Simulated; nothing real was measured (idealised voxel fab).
process module | voxel ribs on slabs
cross-section cut | 185 nm wide | cells 5 nm
A cross-section is a grid of square cells, given in bands from the top down. A band is one or more rows of cells.
Each band's line starts with the height of the band's top and of its bottom, in nm. Then come its materials from left to right, each with its width in nm. One material with "throughout" fills the band from edge to edge. "air" is empty space.
Height 0 is the level under which the wafer as received is all one material. The lowest band goes on downwards, as in "0 down".
A width such as "30 to 40" changes by the same amount from each row of cells to the next, from the band's top row to its bottom row.
"no change" after a step means that no cell of the cross-section changed.
closed voids: empty space of 8 cells or more with no open way to the top, each as width x height at its distance from the left edge, in nm
after a step's settings: what the simulator itself notes on the step
overlay nm, on a step with a mask: how far to the right of its planned place the mask lay; to the left if negative
plan
1 op RECEIVE | material Si
2 op DIRECTIONAL_DEP | material SiO2 | thk nm 25
3 op DIRECTIONAL_DEP | material SiN | thk nm 20
4 op MASKED_ETCH | tone cover | mask id RIB | width nm 25 | etch materials SiN | depth nm 10 | overlay nm 0
5 op MASKED_ETCH | tone cover | mask id SLAB | width nm 75 | etch materials SiN | depth nm 10 | overlay nm 0
6 op FILL_DEP | material SiO2 | thk nm 25
7 op CMP | height nm 60
8 op DIRECTIONAL_DEP | material TiN | thk nm 10
9 op MASKED_ETCH | tone cover | mask id HEATER | width nm 35 | etch materials TiN | depth nm 10 | overlay nm 0
10 op CONFORMAL_DEP | material SiO2 | thk nm 5
first wafer, as planned
as received, after step 1
  0 down: Si throughout
  closed voids: none
after step 2
  25 to 0: SiO2 throughout
  below 0: unchanged
after step 3
  45 to 25: SiN throughout
  below 25: unchanged
after step 4
  45 to 35: air 80 | SiN 25 | air 80
  below 35: unchanged
after step 5
  45 to 35: air 80 | SiN 25 | air 80
  35 to 25: air 55 | SiN 75 | air 55
  below 25: unchanged
after step 6
  70 to 45: SiO2 throughout
  45 to 35: SiO2 80 | SiN 25 | SiO2 80
  35 to 25: SiO2 55 | SiN 75 | SiO2 55
  below 25: unchanged
after step 7
  60 to 45: SiO2 throughout
  below 45: unchanged
after step 8
  70 to 60: TiN throughout
  below 60: unchanged
after step 9
  70 to 60: air 75 | TiN 35 | air 75
  below 60: unchanged
after step 10
  75 to 70: air 70 | SiO2 45 | air 70
  70 to 65: air 70 | SiO2 5 | TiN 35 | SiO2 5 | air 70
  65 to 60: SiO2 75 | TiN 35 | SiO2 75
  below 60: unchanged
second wafer: like start, like plan, one mistake. Through step 9 it matches the first wafer
when step 10 should have ended: no change
what went wrong: step 10 was left out
at the end the second wafer has, in cells: 41 fewer of SiO2
